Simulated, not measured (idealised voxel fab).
process module | voxel wiring stack
The cross-section on display is named cut; it measures 300 nm wide, and its cells are 5 nm squares.
Format of a cross-section: grid, square cells. Given as bands. Order: top down. Band: one or more rows of cells. Band: top and bottom heights (nm) first, top before bottom; then materials from left to right, widths in nm. "edge to edge" marks a sole material filling the band edge to edge. "empty" denotes empty space. Zero point of the height axis is 0; under it, received wafer = one material. Lowest band: continues down indefinitely, "0 nm and below". Width "30->40": first value at the band's top row of cells, second value at its bottom row, equal change from row to row. You'll sometimes find "changes: none" written for a step, and that's the way of saying that nowhere in the cross-section did a cell change during that step. You'll see "Closed cavity list" listing empty spaces that have no way open to the top, as long as they're 8 cells or more; the notation is width x height at distance, where the distance is from the left edge, and all of it is in nm. Heads up: the bit after the settings on a step's line is the simulator's remark on that step. overlay nm: right-of-plan distance of the mask on a masked step; negative values mean left-of-plan.

### Planned process steps
1,RECEIVE,material Si
2,CONFORMAL_DEP,material SiO2,thk nm 15
3,DIRECTIONAL_DEP,material TiN,thk nm 5
4,DIRECTIONAL_DEP,material Ru,thk nm 25
5,PATTERN,tone cover,mask id METAL_1,material resist,width nm 20,pitch nm 35,thk nm 20,overlay nm 0
6,DIRECTIONAL_ETCH,etch materials Ru,depth nm 25
7,DIRECTIONAL_ETCH,etch materials TiN,depth nm 5
8,STRIP,etch materials resist
9,FILL_DEP,material SiO2,thk nm 5
10,CMP,height nm 45
11,CONFORMAL_DEP,material SiCN,thk nm 5
12,DIRECTIONAL_DEP,material SiO2,thk nm 30
13,PATTERN,tone open,mask id METAL_2_HOLES,material resist,width nm 15,pitch nm 35,thk nm 20,overlay nm 0
14,DIRECTIONAL_ETCH,etch materials SiO2,depth nm 30
15,STRIP,etch materials resist
16,PATTERN,tone open,mask id METAL_2,material resist,width nm 20,pitch nm 35,thk nm 20,overlay nm 0
17,DIRECTIONAL_ETCH,etch materials SiO2,depth nm 15
18,DIRECTIONAL_ETCH,etch materials SiCN,depth nm 5
19,STRIP,etch materials resist
20,CONFORMAL_DEP,material TiN,thk nm 5
21,FILL_DEP,material Cu,thk nm 10
22,CMP,height nm 80
23,CONFORMAL_DEP,material SiCN,thk nm 5
24,DIRECTIONAL_DEP,material SiO2,thk nm 10
25,MASKED_ETCH,tone open,mask id PLUG_2,width nm 15,pitch nm 35,etch materials SiO2,depth nm 10,overlay nm 0
26,MASKED_ETCH,tone open,mask id PLUG_2,width nm 15,pitch nm 35,etch materials SiCN,depth nm 5,overlay nm 0
27,EPI,material Ru,thk nm 10
28,EPI,material Ru,thk nm 5
29,DIRECTIONAL_DEP,material TiN,thk nm 5
30,DIRECTIONAL_DEP,material Ru,thk nm 20
31,MASKED_ETCH,tone cover,mask id METAL_3,width nm 20,pitch nm 35,etch materials Ru,depth nm 20,overlay nm 0
32,MASKED_ETCH,tone cover,mask id METAL_3,width nm 20,pitch nm 35,etch materials TiN,depth nm 5,overlay nm 0
33,FILL_DEP,material SiO2,thk nm 10
34,CMP,height nm 120
35,CONFORMAL_DEP,material SiCN,thk nm 5
36,DIRECTIONAL_DEP,material SiO2,thk nm 20
37,DIRECTIONAL_DEP,material aC,thk nm 10
38,PATTERN,tone open,mask id PLUG_3,material resist,width nm 15,pitch nm 35,thk nm 25,overlay nm 0
39,DIRECTIONAL_ETCH,etch materials aC,depth nm 10
40,STRIP,etch materials resist
41,DIRECTIONAL_ETCH,etch materials SiO2,depth nm 20
42,DIRECTIONAL_ETCH,etch materials SiCN,depth nm 5
43,STRIP,etch materials aC
44,CONFORMAL_DEP,material TiN,thk nm 5
45,FILL_DEP,material Cu,thk nm 10
46,CMP,height nm 145
47,DIRECTIONAL_DEP,material TiN,thk nm 5
48,DIRECTIONAL_DEP,material W,thk nm 25
49,MASKED_ETCH,tone cover,mask id METAL_4,width nm 20,pitch nm 35,etch materials W,depth nm 25,overlay nm 0
50,MASKED_ETCH,tone cover,mask id METAL_4,width nm 20,pitch nm 35,etch materials TiN,depth nm 5,overlay nm 0
51,CONFORMAL_DEP,material SiN,thk nm 5
52,FILL_DEP,material lowk,thk nm 5
53,CMP,height nm 175
54,CONFORMAL_DEP,material SiN,thk nm 5

### Cross-section of the wafer as it came to us, i.e., already through step 1
  0 nm and below = Si edge to edge
  Closed cavity list: none

### First wafer of two, sectioned at end of module; run went per plan
  180 nm to 175 nm = SiN edge to edge
  175 nm to 150 nm = lowk=80 | SiN=5 | W=20 | SiN=5 | lowk=5 | SiN=5 | W=20 | SiN=5 | lowk=5 | SiN=5 | W=20 | SiN=5 | lowk=5 | SiN=5 | W=20 | SiN=5 | lowk=85
  150 nm to 145 nm = SiN=85 | TiN=20 | SiN=15 | TiN=20 | SiN=15 | TiN=20 | SiN=15 | TiN=20 | SiN=90
  145 nm to 125 nm = SiO2=85 | TiN=5 | Cu=5 | TiN=5 | SiO2=20 | TiN=5 | Cu=5 | TiN=5 | SiO2=20 | TiN=5 | Cu=5 | TiN=5 | SiO2=20 | TiN=5 | Cu=5 | TiN=5 | SiO2=95
  125 nm to 120 nm = SiCN=85 | TiN=15 | SiCN=20 | TiN=15 | SiCN=20 | TiN=15 | SiCN=20 | TiN=15 | SiCN=95
  120 nm to 100 nm = SiO2=85 | Ru=20 | SiO2=15 | Ru=20 | SiO2=15 | Ru=20 | SiO2=15 | Ru=20 | SiO2=90
  100 nm to 95 nm = SiO2=85 | TiN=20 | SiO2=15 | TiN=20 | SiO2=15 | TiN=20 | SiO2=15 | TiN=20 | SiO2=90
  95 nm to 85 nm = SiO2=85 | Ru=15 | SiO2=20 | Ru=15 | SiO2=20 | Ru=15 | SiO2=20 | Ru=15 | SiO2=95
  85 nm to 80 nm = SiCN=85 | Ru=15 | SiCN=20 | Ru=15 | SiCN=20 | Ru=15 | SiCN=20 | Ru=15 | SiCN=95
  80 nm to 70 nm = SiO2=85 | TiN=5 | Cu=10 | TiN=5 | SiO2=15 | TiN=5 | Cu=10 | TiN=5 | SiO2=15 | TiN=5 | Cu=10 | TiN=5 | SiO2=15 | TiN=5 | Cu=10 | TiN=5 | SiO2=90
  70 nm to 65 nm = SiO2=85 | TiN=5 | Cu=5 | TiN=10 | SiO2=15 | TiN=5 | Cu=5 | TiN=10 | SiO2=15 | TiN=5 | Cu=5 | TiN=10 | SiO2=15 | TiN=5 | Cu=5 | TiN=10 | SiO2=90
  65 nm to 50 nm = SiO2=85 | TiN=5 | Cu=5 | TiN=5 | SiO2=20 | TiN=5 | Cu=5 | TiN=5 | SiO2=20 | TiN=5 | Cu=5 | TiN=5 | SiO2=20 | TiN=5 | Cu=5 | TiN=5 | SiO2=95
  50 nm to 45 nm = SiCN=85 | TiN=15 | SiCN=20 | TiN=15 | SiCN=20 | TiN=15 | SiCN=20 | TiN=15 | SiCN=95
  45 nm to 20 nm = SiO2=85 | Ru=20 | SiO2=15 | Ru=20 | SiO2=15 | Ru=20 | SiO2=15 | Ru=20 | SiO2=90
  20 nm to 15 nm = SiO2=85 | TiN=20 | SiO2=15 | TiN=20 | SiO2=15 | TiN=20 | SiO2=15 | TiN=20 | SiO2=90
  15 nm to 0 nm = SiO2 edge to edge
  0 nm and below = Si edge to edge
  Closed cavity list: none

### Cross-sectional view: second of two wafers, end of module; start and plan identical to the first, one mistake in running
  180 nm to 175 nm = SiN edge to edge
  175 nm to 150 nm = lowk=80 | SiN=5 | W=20 | SiN=5 | lowk=5 | SiN=5 | W=20 | SiN=5 | lowk=5 | SiN=5 | W=20 | SiN=5 | lowk=5 | SiN=5 | W=20 | SiN=5 | lowk=85
  150 nm to 145 nm = SiN=85 | TiN=20 | SiN=15 | TiN=20 | SiN=15 | TiN=20 | SiN=15 | TiN=20 | SiN=90
  145 nm to 125 nm = SiO2=85 | TiN=5 | Cu=5 | TiN=5 | SiO2=20 | TiN=5 | Cu=5 | TiN=5 | SiO2=20 | TiN=5 | Cu=5 | TiN=5 | SiO2=20 | TiN=5 | Cu=5 | TiN=5 | SiO2=95
  125 nm to 120 nm = SiCN=85 | TiN=15 | SiCN=20 | TiN=15 | SiCN=20 | TiN=15 | SiCN=20 | TiN=15 | SiCN=95
  120 nm to 100 nm = SiO2=85 | Ru=20 | SiO2=15 | Ru=20 | SiO2=15 | Ru=20 | SiO2=15 | Ru=20 | SiO2=90
  100 nm to 95 nm = SiO2=85 | TiN=20 | SiO2=15 | TiN=20 | SiO2=15 | TiN=20 | SiO2=15 | TiN=20 | SiO2=90
  95 nm to 85 nm = SiO2=85 | Ru=15 | SiO2=20 | Ru=15 | SiO2=20 | Ru=15 | SiO2=20 | Ru=15 | SiO2=95
  85 nm to 80 nm = SiCN=85 | Ru=15 | SiCN=20 | Ru=15 | SiCN=20 | Ru=15 | SiCN=20 | Ru=15 | SiCN=95
  80 nm to 70 nm = SiO2=85 | SiCN=5 | Cu=10 | SiCN=5 | SiO2=15 | SiCN=5 | Cu=10 | SiCN=5 | SiO2=15 | SiCN=5 | Cu=10 | SiCN=5 | SiO2=15 | SiCN=5 | Cu=10 | SiCN=5 | SiO2=90
  70 nm to 65 nm = SiO2=85 | SiCN=5 | Cu=5 | SiCN=10 | SiO2=15 | SiCN=5 | Cu=5 | SiCN=10 | SiO2=15 | SiCN=5 | Cu=5 | SiCN=10 | SiO2=15 | SiCN=5 | Cu=5 | SiCN=10 | SiO2=90
  65 nm to 50 nm = SiO2=85 | SiCN=5 | Cu=5 | SiCN=5 | SiO2=20 | SiCN=5 | Cu=5 | SiCN=5 | SiO2=20 | SiCN=5 | Cu=5 | SiCN=5 | SiO2=20 | SiCN=5 | Cu=5 | SiCN=5 | SiO2=95
  50 nm to 45 nm = SiCN edge to edge
  45 nm to 20 nm = SiO2=85 | Ru=20 | SiO2=15 | Ru=20 | SiO2=15 | Ru=20 | SiO2=15 | Ru=20 | SiO2=90
  20 nm to 15 nm = SiO2=85 | TiN=20 | SiO2=15 | TiN=20 | SiO2=15 | TiN=20 | SiO2=15 | TiN=20 | SiO2=90
  15 nm to 0 nm = SiO2 edge to edge
  0 nm and below = Si edge to edge
  Closed cavity list: none
The plan and the run diverged here: step 20 changed vs plan, executed as CONFORMAL_DEP,material SiCN,thk nm 5
Final wafer comparison in cells, second versus first, more or fewer per material: 64 more of SiCN, 64 fewer of TiN
